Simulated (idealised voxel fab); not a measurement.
You're looking at the process module voxel self aligned vias.
Square cells of 5 nm make up the cross-section cut, whose width is 290 nm.
Notation: cross-section as square-cell grid; stated in bands, top first, going down; one or more cell rows per band.
Top, bottom (nm), then materials left to right with widths (nm); lone material tagged "everywhere" fills the whole band edge to edge; "empty" = empty space.
All heights in this document are referenced to 0, defined as the level beneath which the wafer, as received, consists entirely of one material. The lowest band is not bounded below; it extends indefinitely downward and is written in the form "0 -> down".
Width spec "30..40" -> top row of cells at first value, bottom row at second value, equal per-row change in between.
Step marked "nothing changed"? Then no cell in the cross-section changed in it.
The entry "Sealed internal cavities" lists the empty spaces that cover at least 8 cells and have no open path to the top. Each is written as width x height at distance, where the distance is measured from the left edge and all three values are in nm.
If you see something after the settings on a step's line, that's the simulator's own remark about that step.
The line of a step may include "overlay nm". On a step with a mask, this value is how far to the right of its planned place the mask lay. A negative value means the mask lay to the left.
## These are the steps we planned for the process
| 1 | RECEIVE,material Si |
| 2 | CONFORMAL_DEP,material SiO2,thk nm 10 |
| 3 | CONFORMAL_DEP,material SiCN,thk nm 5 |
| 4 | DIRECTIONAL_DEP,material lowk,thk nm 30 |
| 5 | DIRECTIONAL_DEP,material aC,thk nm 10 |
| 6 | PATTERN,tone open,mask id LINES,material resist,width nm 30,pitch nm 80,thk nm 25,overlay nm 0 |
| 7 | DIRECTIONAL_ETCH,etch materials aC,depth nm 10 |
| 8 | STRIP,etch materials resist |
| 9 | DIRECTIONAL_ETCH,etch materials lowk,depth nm 30 |
| 10 | STRIP,etch materials aC |
| 11 | CONFORMAL_DEP,material TiN,thk nm 5 |
| 12 | FILL_DEP,material Ru,thk nm 5 |
| 13 | CMP,height nm 45 |
| 14 | SELECTIVE_ETCH,etch materials W Ru TiN,depth nm 10 |
| 15 | FILL_DEP,material SiN,thk nm 5 |
| 16 | CMP,height nm 45 |
| 17 | DIRECTIONAL_DEP,material lowk,thk nm 15 |
| 18 | DIRECTIONAL_DEP,material aC,thk nm 15 |
| 19 | PATTERN,tone open,mask id VIAS,material resist,width nm 50,pitch nm 80,thk nm 35,overlay nm 0 |
| 20 | DIRECTIONAL_ETCH,etch materials aC,depth nm 15 |
| 21 | STRIP,etch materials resist |
| 22 | DIRECTIONAL_ETCH,etch materials lowk,depth nm 15 |
| 23 | DIRECTIONAL_ETCH,etch materials SiN,depth nm 10 |
| 24 | STRIP,etch materials aC |
| 25 | CONFORMAL_DEP,material TiN,thk nm 5 |
| 26 | FILL_DEP,material Ru,thk nm 5 |
| 27 | CMP,height nm 60 |
| 28 | CONFORMAL_DEP,material SiCN,thk nm 5 |
## Cross-section, incoming material, after step 1
- 0 -> down  Si everywhere
- Sealed internal cavities: none
## First of two wafers at the end of the module, shown in cross-section; run carried out as planned
- 65 -> 60  SiCN everywhere
- 60 -> 50  lowk (80); TiN (5); Ru (40); TiN (5); lowk (30); TiN (5); Ru (40); TiN (5); lowk (80)
- 50 -> 40  lowk (80..90); TiN (15..5); Ru (20); TiN (15..5); lowk (30..50); TiN (15..5); Ru (20); TiN (15..5); lowk (80..90)
- 40 -> 35  lowk (90); TiN (30); lowk (50); TiN (30); lowk (90)
- 35 -> 20  lowk (90); TiN (5); Ru (20); TiN (5); lowk (50); TiN (5); Ru (20); TiN (5); lowk (90)
- 20 -> 15  lowk (90); TiN (30); lowk (50); TiN (30); lowk (90)
- 15 -> 10  SiCN everywhere
- 10 -> 0  SiO2 everywhere
- 0 -> down  Si everywhere
- Sealed internal cavities: none
## This is the second of the two wafers, cross-sectioned at the end of the module; it started exactly like the first and was given the same plan, but it was run with one mistake
- 65 -> 60  SiCN everywhere
- 60 -> 50  lowk (75); TiN (5); Ru (50); TiN (5); lowk (20); TiN (5); Ru (50); TiN (5); lowk (75)
- 50 -> 40  lowk (75..90); TiN (20..5); Ru (20); TiN (20..5); lowk (20..50); TiN (20..5); Ru (20); TiN (20..5); lowk (75..90)
- 40 -> 35  lowk (90); TiN (30); lowk (50); TiN (30); lowk (90)
- 35 -> 20  lowk (90); TiN (5); Ru (20); TiN (5); lowk (50); TiN (5); Ru (20); TiN (5); lowk (90)
- 20 -> 15  lowk (90); TiN (30); lowk (50); TiN (30); lowk (90)
- 15 -> 10  SiCN everywhere
- 10 -> 0  SiO2 everywhere
- 0 -> down  Si everywhere
- Sealed internal cavities: none
Error vs. plan: step 19, actual vs plan mismatch, actual run PATTERN,tone open,mask id VIAS,material resist,width nm 60,pitch nm 80,thk nm 35,overlay nm 0
Final tally in cells, some materials are higher or lower on the second wafer than on the first: Ru: 8 more, TiN: 4 more, lowk: 12 fewer
